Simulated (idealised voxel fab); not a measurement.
The document below concerns the process module designated voxel air gaps.
The width of the displayed cross-section, cut, is 175 nm; its cells are square, with a size of 5 nm.
In what follows, cross-sections appear as grids of square cells, described through bands that run from the top down, where every band is one or more rows of cells.
The band entry comprises the height of the band's top followed by the height of its bottom, expressed in nm, and subsequently the band's materials from left to right, each stated together with its width in nm. Where a single material is marked with the word "everywhere", that material fills the band from edge to edge. The word "empty" represents empty space.
Height datum 0, below which the as-received substrate wafer is one material. Lowest band open at the bottom, running downward: "0..down".
It should be noted that a width expressed as "30 to 40" varies in equal increments from row to row of cells within the band, taking the value of the first number at the top row and that of the second number at the bottom row.
You'll sometimes find "nothing changed" written for a step, and that's the way of saying that nowhere in the cross-section did a cell change during that step.
Reported under the label "Enclosed cavity list" are the empty spaces having no open way to the top and comprising 8 cells or more; the notation for each is width x height at distance, in which the distance is measured from the left edge and all three values are in nm.
What comes after the settings on a step's line is commentary from the simulator itself on that step.
overlay nm: step with mask; distance mask lay right of planned place; negative value = left of planned place.

The steps planned for the process are as follows
- 1: RECEIVE (material Si)
- 2: CONFORMAL_DEP (material SiO2; thk nm 15)
- 3: CONFORMAL_DEP (material SiCN; thk nm 5)
- 4: DIRECTIONAL_DEP (material SiO2; thk nm 30)
- 5: DIRECTIONAL_DEP (material aC; thk nm 15)
- 6: PATTERN (tone open; mask id LINES; material resist; width nm 25; pitch nm 50; thk nm 35; overlay nm 0)
- 7: DIRECTIONAL_ETCH (etch materials aC; depth nm 15)
- 8: STRIP (etch materials resist)
- 9: DIRECTIONAL_ETCH (etch materials SiO2; depth nm 30)
- 10: STRIP (etch materials aC)
- 11: CONFORMAL_DEP (material TiN; thk nm 5)
- 12: FILL_DEP (material Cu; thk nm 10)
- 13: CMP (height nm 50)
- 14: EPI (material Ru; thk nm 10)
- 15: SELECTIVE_ETCH (etch materials SiO2; depth nm 40)
- 16: CONFORMAL_DEP (material SiCN; thk nm 5)

First out of two wafers; run went to plan

Received-state cross-section, reflecting completion of step 1
0..down = Si everywhere
Enclosed cavity list: none

After step 2
15..0 = SiO2 everywhere
Unchanged below 0.

After step 3
20..15 = SiCN everywhere
Unchanged below 15.

After step 4
50..20 = SiO2 everywhere
Unchanged below 20.

After step 5
65..50 = aC everywhere
Unchanged below 50.

After step 6
100..65 = 25 of resist; 25 of empty; 25 of resist; 25 of empty; 25 of resist; 25 of empty; 25 of resist
Unchanged below 65.

After step 7
85..65 = 25 of resist; 25 of empty; 25 of resist; 25 of empty; 25 of resist; 25 of empty; 25 of resist
65..50 = 25 of aC; 25 of empty; 25 of aC; 25 of empty; 25 of aC; 25 of empty; 25 of aC
Unchanged below 50.

After step 8
65..50 = 25 of aC; 25 of empty; 25 of aC; 25 of empty; 25 of aC; 25 of empty; 25 of aC
Unchanged below 50.

After step 9
65..50 = 25 of aC; 25 of empty; 25 of aC; 25 of empty; 25 of aC; 25 of empty; 25 of aC
50..20 = 25 of SiO2; 25 of empty; 25 of SiO2; 25 of empty; 25 of SiO2; 25 of empty; 25 of SiO2
Unchanged below 20.

After step 10
50..20 = 25 of SiO2; 25 of empty; 25 of SiO2; 25 of empty; 25 of SiO2; 25 of empty; 25 of SiO2
Unchanged below 20.

After step 11
55..50 = 30 of TiN; 15 of empty; 35 of TiN; 15 of empty; 35 of TiN; 15 of empty; 30 of TiN
50..25 = 25 of SiO2; 5 of TiN; 15 of empty; 5 of TiN; 25 of SiO2; 5 of TiN; 15 of empty; 5 of TiN; 25 of SiO2; 5 of TiN; 15 of empty; 5 of TiN; 25 of SiO2
25..20 = 25 of SiO2; 25 of TiN; 25 of SiO2; 25 of TiN; 25 of SiO2; 25 of TiN; 25 of SiO2
Unchanged below 20.

After step 12
65..55 = Cu everywhere
55..50 = 30 of TiN; 15 of Cu; 35 of TiN; 15 of Cu; 35 of TiN; 15 of Cu; 30 of TiN
50..25 = 25 of SiO2; 5 of TiN; 15 of Cu; 5 of TiN; 25 of SiO2; 5 of TiN; 15 of Cu; 5 of TiN; 25 of SiO2; 5 of TiN; 15 of Cu; 5 of TiN; 25 of SiO2
Unchanged below 25.

After step 13
50..25 = 25 of SiO2; 5 of TiN; 15 of Cu; 5 of TiN; 25 of SiO2; 5 of TiN; 15 of Cu; 5 of TiN; 25 of SiO2; 5 of TiN; 15 of Cu; 5 of TiN; 25 of SiO2
Unchanged below 25.

After step 14
60..50 = 15 of empty; 45 of Ru; 5 of empty; 45 of Ru; 5 of empty; 45 of Ru; 15 of empty
Unchanged below 50.

After step 15
60..50 = 15 of empty; 45 of Ru; 5 of empty; 45 of Ru; 5 of empty; 45 of Ru; 15 of empty
50..25 = 25 of empty; 5 of TiN; 15 of Cu; 5 of TiN; 25 of empty; 5 of TiN; 15 of Cu; 5 of TiN; 25 of empty; 5 of TiN; 15 of Cu; 5 of TiN; 25 of empty
25..20 = 25 of empty; 25 of TiN; 25 of empty; 25 of TiN; 25 of empty; 25 of TiN; 25 of empty
Unchanged below 20.

After step 16
65..60 = 10 of empty; 155 of SiCN; 10 of empty
60..50 = 10 of empty; 5 of SiCN; 45 of Ru; 5 of SiCN; 45 of Ru; 5 of SiCN; 45 of Ru; 5 of SiCN; 10 of empty
50..45 = 10 of empty; 15 of SiCN; 5 of TiN; 15 of Cu; 5 of TiN; 25 of SiCN; 5 of TiN; 15 of Cu; 5 of TiN; 25 of SiCN; 5 of TiN; 15 of Cu; 5 of TiN; 15 of SiCN; 10 of empty
45..25 = 20 of empty; 5 of SiCN; 5 of TiN; 15 of Cu; 5 of TiN; 5 of SiCN; 15 of empty; 5 of SiCN; 5 of TiN; 15 of Cu; 5 of TiN; 5 of SiCN; 15 of empty; 5 of SiCN; 5 of TiN; 15 of Cu; 5 of TiN; 5 of SiCN; 20 of empty
25..20 = 25 of SiCN; 25 of TiN; 25 of SiCN; 25 of TiN; 25 of SiCN; 25 of TiN; 25 of SiCN
Unchanged below 20.
Enclosed cavity list: 15 x 20 at 55; 15 x 20 at 105

Wafer two of two - same starting point, same process plan, one mistake in execution; matches wafer one up to and including step 1

The second wafer in cross-section, at the planned close of step 2
30..0 = SiO2 everywhere
Unchanged below 0.

The second wafer in cross-section, at the planned close of step 3
35..30 = SiCN everywhere
Unchanged below 30.

The second wafer in cross-section, at the planned close of step 4
65..35 = SiO2 everywhere
Unchanged below 35.

The second wafer in cross-section, at the planned close of step 5
80..65 = aC everywhere
Unchanged below 65.

The second wafer in cross-section, at the planned close of step 6
115..80 = 25 of resist; 25 of empty; 25 of resist; 25 of empty; 25 of resist; 25 of empty; 25 of resist
Unchanged below 80.

The second wafer in cross-section, at the planned close of step 7
100..80 = 25 of resist; 25 of empty; 25 of resist; 25 of empty; 25 of resist; 25 of empty; 25 of resist
80..65 = 25 of aC; 25 of empty; 25 of aC; 25 of empty; 25 of aC; 25 of empty; 25 of aC
Unchanged below 65.

The second wafer in cross-section, at the planned close of step 8
80..65 = 25 of aC; 25 of empty; 25 of aC; 25 of empty; 25 of aC; 25 of empty; 25 of aC
Unchanged below 65.

The second wafer in cross-section, at the planned close of step 9
80..65 = 25 of aC; 25 of empty; 25 of aC; 25 of empty; 25 of aC; 25 of empty; 25 of aC
65..35 = 25 of SiO2; 25 of empty; 25 of SiO2; 25 of empty; 25 of SiO2; 25 of empty; 25 of SiO2
Unchanged below 35.

The second wafer in cross-section, at the planned close of step 10
65..35 = 25 of SiO2; 25 of empty; 25 of SiO2; 25 of empty; 25 of SiO2; 25 of empty; 25 of SiO2
Unchanged below 35.

The second wafer in cross-section, at the planned close of step 11
70..65 = 30 of TiN; 15 of empty; 35 of TiN; 15 of empty; 35 of TiN; 15 of empty; 30 of TiN
65..40 = 25 of SiO2; 5 of TiN; 15 of empty; 5 of TiN; 25 of SiO2; 5 of TiN; 15 of empty; 5 of TiN; 25 of SiO2; 5 of TiN; 15 of empty; 5 of TiN; 25 of SiO2
40..35 = 25 of SiO2; 25 of TiN; 25 of SiO2; 25 of TiN; 25 of SiO2; 25 of TiN; 25 of SiO2
Unchanged below 35.

The second wafer in cross-section, at the planned close of step 12
80..70 = Cu everywhere
70..65 = 30 of TiN; 15 of Cu; 35 of TiN; 15 of Cu; 35 of TiN; 15 of Cu; 30 of TiN
65..40 = 25 of SiO2; 5 of TiN; 15 of Cu; 5 of TiN; 25 of SiO2; 5 of TiN; 15 of Cu; 5 of TiN; 25 of SiO2; 5 of TiN; 15 of Cu; 5 of TiN; 25 of SiO2
Unchanged below 40.

The second wafer in cross-section, at the planned close of step 13
50..40 = 25 of SiO2; 5 of TiN; 15 of Cu; 5 of TiN; 25 of SiO2; 5 of TiN; 15 of Cu; 5 of TiN; 25 of SiO2; 5 of TiN; 15 of Cu; 5 of TiN; 25 of SiO2
Unchanged below 40.

The second wafer in cross-section, at the planned close of step 14
60..50 = 15 of empty; 45 of Ru; 5 of empty; 45 of Ru; 5 of empty; 45 of Ru; 15 of empty
Unchanged below 50.

The second wafer in cross-section, at the planned close of step 15
60..50 = 15 of empty; 45 of Ru; 5 of empty; 45 of Ru; 5 of empty; 45 of Ru; 15 of empty
50..40 = 25 of empty; 5 of TiN; 15 of Cu; 5 of TiN; 25 of empty; 5 of TiN; 15 of Cu; 5 of TiN; 25 of empty; 5 of TiN; 15 of Cu; 5 of TiN; 25 of empty
40..35 = 25 of empty; 25 of TiN; 25 of empty; 25 of TiN; 25 of empty; 25 of TiN; 25 of empty
Unchanged below 35.

The second wafer in cross-section, at the planned close of step 16
65..60 = 10 of empty; 155 of SiCN; 10 of empty
60..50 = 10 of empty; 5 of SiCN; 45 of Ru; 5 of SiCN; 45 of Ru; 5 of SiCN; 45 of Ru; 5 of SiCN; 10 of empty
50..45 = 10 of empty; 15 of SiCN; 5 of TiN; 15 of Cu; 5 of TiN; 25 of SiCN; 5 of TiN; 15 of Cu; 5 of TiN; 25 of SiCN; 5 of TiN; 15 of Cu; 5 of TiN; 15 of SiCN; 10 of empty
45..40 = 20 of empty; 5 of SiCN; 5 of TiN; 15 of Cu; 5 of TiN; 5 of SiCN; 15 of empty; 5 of SiCN; 5 of TiN; 15 of Cu; 5 of TiN; 5 of SiCN; 15 of empty; 5 of SiCN; 5 of TiN; 15 of Cu; 5 of TiN; 5 of SiCN; 20 of empty
40..35 = 25 of SiCN; 25 of TiN; 25 of SiCN; 25 of TiN; 25 of SiCN; 25 of TiN; 25 of SiCN
Unchanged below 35.
What was done differently from what was planned? step 2 of the plan was executed twice over
Per the end-of-run cell counts, the second wafer holds more or fewer of some materials than the first: 27 fewer of Cu, 18 fewer of SiCN, 105 more of SiO2, 18 fewer of TiN
The closed voids present at the end amount to 2 for the first wafer and 0 for the second wafer.
